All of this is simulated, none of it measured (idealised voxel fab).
This section sets out a process module, namely voxel gate over fins.
Shown is cross-section cut, with a width of 265 nm and square cells of size 5 nm.
The cross-sections in this document take the form of a grid made of square cells. They are written out as bands, in order from top to bottom. Each band consists of one or more rows of cells.
First you get the band's top height and its bottom height, in nm, and then the materials it's made of, left to right, with each width in nm. If you see a single material with "edge to edge", that one covers the band edge to edge. "empty" is empty space.
For the purposes of this specification, 0 denotes the height below which the wafer in its as-received condition is composed wholly of one material, and the lowermost band, lacking a lower limit, extends downward without end, as expressed in "from 0 down".
Width spec "30->40" -> top row of cells at first value, bottom row at second value, equal per-row change in between.
"nothing got changed" for a step: no cell of the cross-section changed in that step.
The entry titled "Fully sealed cavities" provides the empty spaces that have no open way to the top, restricted to those of 8 cells or more. Each is presented as width x height at distance, the distance being measured from the left edge, with all three in nm.
It should be noted that, on the line of a given step, the content following the step's settings is a remark produced by the simulator itself with respect to that step.
overlay nm, on a step with a mask: how far to the right of its planned place the mask lay; to the left if negative

These are the steps we planned for the process
step 1: RECEIVE,material Si
step 2: CONFORMAL_DEP,material SiN,thk nm 10
step 3: MASKED_ETCH,tone cover,mask id FINS,width nm 15,pitch nm 45,etch materials SiN,depth nm 10,overlay nm 0
step 4: MASKED_ETCH,tone cover,mask id FINS,width nm 15,pitch nm 45,etch materials Si,depth nm 40,overlay nm 0
step 5: FILL_DEP,material SiO2,thk nm 5
step 6: CMP,height nm 10
step 7: SELECTIVE_ETCH,etch materials SiO2,depth nm 25
step 8: STRIP,etch materials SiN
step 9: CONFORMAL_DEP,material HfO2,thk nm 5
step 10: CONFORMAL_DEP,material TiN,thk nm 5
step 11: FILL_DEP,material W,thk nm 15
step 12: CMP,height nm 20
step 13: CONFORMAL_DEP,material SiCN,thk nm 10

Incoming wafer in cross-section (state: after step 1)
	from 0 down  Si edge to edge
	Fully sealed cavities: none

The module was run from the start shown above using the plan shown above, but one mistake was made doing it; the resulting wafer cross-section is below
	from 30 to 20  SiCN edge to edge
	from 20 to 5  W edge to edge
	from 5 to 0  W: 75 / TiN: 25 / W: 20 / TiN: 25 / W: 20 / TiN: 25 / W: 75
	from 0 to -10  W: 75 / TiN: 5 / Si: 15 / TiN: 5 / W: 20 / TiN: 5 / Si: 15 / TiN: 5 / W: 20 / TiN: 5 / Si: 15 / TiN: 5 / W: 75
	from -10 to -15  TiN: 80 / Si: 15 / TiN: 30 / Si: 15 / TiN: 30 / Si: 15 / TiN: 80
	from -15 to -40  SiO2: 80 / Si: 15 / SiO2: 30 / Si: 15 / SiO2: 30 / Si: 15 / SiO2: 80
	from -40 down  Si edge to edge
	Fully sealed cavities: none
What broke from the plan during processing? step 9 of the plan was jumped over and never run
